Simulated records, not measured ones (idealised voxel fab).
The name of this process module is voxel wiring stack.
Cross-section cut spans 230 nm and uses square cells 5 nm in size.
Cross-section = grid of square cells, listed top down in bands; band = one or more rows. Look at the band entry: it leads with the top's height and the bottom's height in nm. Then it lists the materials left to right, with a width in nm for each. The word "all across" on a single material says that material fills the band edge to edge. The word "air" is empty space. We count height from 0. Below that, the starting wafer is all one material. The lowest band never ends at the bottom but goes on down; see "0..down" for how that is written. Width "30->40": first value at the band's top row of cells, second value at its bottom row, equal change from row to row. Key: "nothing was modified" - step with no changed cell in the cross-section. "Closed void register" lists enclosed empty spaces (at least 8 cells, no open path upward to the top), each as width x height at distance from the left edge, in nm. Note: text after step settings on the step line = simulator remark on that step. "overlay nm" on a masked step: distance the mask lay right of its planned place, negative for left.
[Steps in the process plan]
| 1 | RECEIVE,material Si |
| 2 | CONFORMAL_DEP,material SiO2,thk nm 10 |
| 3 | CONFORMAL_DEP,material SiCN,thk nm 5 |
| 4 | DIRECTIONAL_DEP,material SiO2,thk nm 15 |
| 5 | MASKED_ETCH,tone open,mask id METAL_1,width nm 20,pitch nm 35,etch materials SiO2,depth nm 15,overlay nm 0 |
| 6 | MASKED_ETCH,tone open,mask id METAL_1,width nm 20,pitch nm 35,etch materials SiCN,depth nm 5,overlay nm 0 |
| 7 | CONFORMAL_DEP,material TiN,thk nm 5 |
| 8 | FILL_DEP,material W,thk nm 5 |
| 9 | CMP,height nm 30 |
| 10 | EPI,material Ru,thk nm 5 |
| 11 | FILL_DEP,material SiCN,thk nm 5 |
| 12 | DIRECTIONAL_DEP,material lowk,thk nm 20 |
| 13 | MASKED_ETCH,tone open,mask id PLUG_1,width nm 15,pitch nm 35,etch materials lowk,depth nm 20,overlay nm 0 |
| 14 | MASKED_ETCH,tone open,mask id PLUG_1,width nm 15,pitch nm 35,etch materials SiCN,depth nm 5,overlay nm 0 |
| 15 | CONFORMAL_DEP,material TiN,thk nm 5 |
| 16 | FILL_DEP,material Cu,thk nm 10 |
| 17 | CMP,height nm 60 |
| 18 | DIRECTIONAL_DEP,material TiN,thk nm 5 |
| 19 | DIRECTIONAL_DEP,material W,thk nm 20 |
| 20 | PATTERN,tone cover,mask id METAL_2,material resist,width nm 20,pitch nm 35,thk nm 15,overlay nm 0 |
| 21 | DIRECTIONAL_ETCH,etch materials W,depth nm 20 |
| 22 | DIRECTIONAL_ETCH,etch materials TiN,depth nm 5 |
| 23 | STRIP,etch materials resist |
| 24 | FILL_DEP,material lowk,thk nm 10 |
| 25 | CMP,height nm 85 |
| 26 | CONFORMAL_DEP,material SiCN,thk nm 5 |
| 27 | DIRECTIONAL_DEP,material SiO2,thk nm 30 |
| 28 | DIRECTIONAL_DEP,material aC,thk nm 10 |
| 29 | PATTERN,tone open,mask id METAL_3_HOLES,material resist,width nm 15,pitch nm 70,thk nm 25,overlay nm 0 |
| 30 | DIRECTIONAL_ETCH,etch materials aC,depth nm 10 |
| 31 | STRIP,etch materials resist |
| 32 | DIRECTIONAL_ETCH,etch materials SiO2,depth nm 30 |
| 33 | STRIP,etch materials aC |
| 34 | PATTERN,tone open,mask id METAL_3,material resist,width nm 20,pitch nm 35,thk nm 20,overlay nm 0 |
| 35 | DIRECTIONAL_ETCH,etch materials SiO2,depth nm 15 |
| 36 | DIRECTIONAL_ETCH,etch materials SiCN,depth nm 5 |
| 37 | STRIP,etch materials resist |
| 38 | CONFORMAL_DEP,material TiN,thk nm 5 |
| 39 | FILL_DEP,material Cu,thk nm 5 |
| 40 | CMP,height nm 120 |
| 41 | CONFORMAL_DEP,material SiCN,thk nm 5 |
[Wafer at receipt (post step 1), cross-section]
* 0..down = Si all across
* Closed void register: none
[Starting wafer: above. Plan: above. Run: one mistake. Cross-section after the module: below]
* 125..120 = SiCN all across
* 120..110 = SiO2 50 | TiN 5 | Cu 10 | TiN 5 | SiO2 15 | TiN 5 | Cu 10 | TiN 5 | SiO2 15 | TiN 5 | Cu 10 | TiN 5 | SiO2 15 | TiN 5 | Cu 10 | TiN 5 | SiO2 55
* 110..105 = SiO2 50 | TiN 5 | Cu 5 | TiN 10 | SiO2 15 | TiN 20 | SiO2 15 | TiN 5 | Cu 5 | TiN 10 | SiO2 15 | TiN 20 | SiO2 55
* 105..90 = SiO2 50 | TiN 5 | Cu 5 | TiN 5 | SiO2 55 | TiN 5 | Cu 5 | TiN 5 | SiO2 95
* 90..85 = SiCN 50 | TiN 15 | SiCN 55 | TiN 15 | SiCN 95
* 85..65 = lowk 50 | W 20 | lowk 15 | W 20 | lowk 15 | W 20 | lowk 15 | W 20 | lowk 55
* 65..60 = lowk 50 | TiN 20 | lowk 15 | TiN 20 | lowk 15 | TiN 20 | lowk 15 | TiN 20 | lowk 55
* 60..40 = lowk 50 | TiN 5 | Cu 5 | TiN 5 | lowk 20 | TiN 5 | Cu 5 | TiN 5 | lowk 20 | TiN 5 | Cu 5 | TiN 5 | lowk 20 | TiN 5 | Cu 5 | TiN 5 | lowk 60
* 40..35 = SiCN 50 | TiN 15 | SiCN 20 | TiN 15 | SiCN 20 | TiN 15 | SiCN 20 | TiN 15 | SiCN 60
* 35..30 = Ru 55 | SiCN 10 | Ru 25 | SiCN 10 | Ru 25 | SiCN 10 | Ru 25 | SiCN 10 | Ru 60
* 30..20 = W 45 | TiN 5 | SiO2 20 | TiN 5 | W 5 | TiN 5 | SiO2 20 | TiN 5 | W 5 | TiN 5 | SiO2 20 | TiN 5 | W 5 | TiN 5 | SiO2 20 | TiN 5 | W 50
* 20..15 = TiN 50 | SiO2 20 | TiN 15 | SiO2 20 | TiN 15 | SiO2 20 | TiN 15 | SiO2 20 | TiN 55
* 15..10 = SiCN all across
* 10..0 = SiO2 all across
* 0..down = Si all across
* Closed void register: none
Heads up, the wafer didn't run the way we planned it: in deviation from the planned setting, step 5 was conducted as MASKED_ETCH,tone cover,mask id METAL_1,width nm 20,pitch nm 35,etch materials SiO2,depth nm 15,overlay nm 0
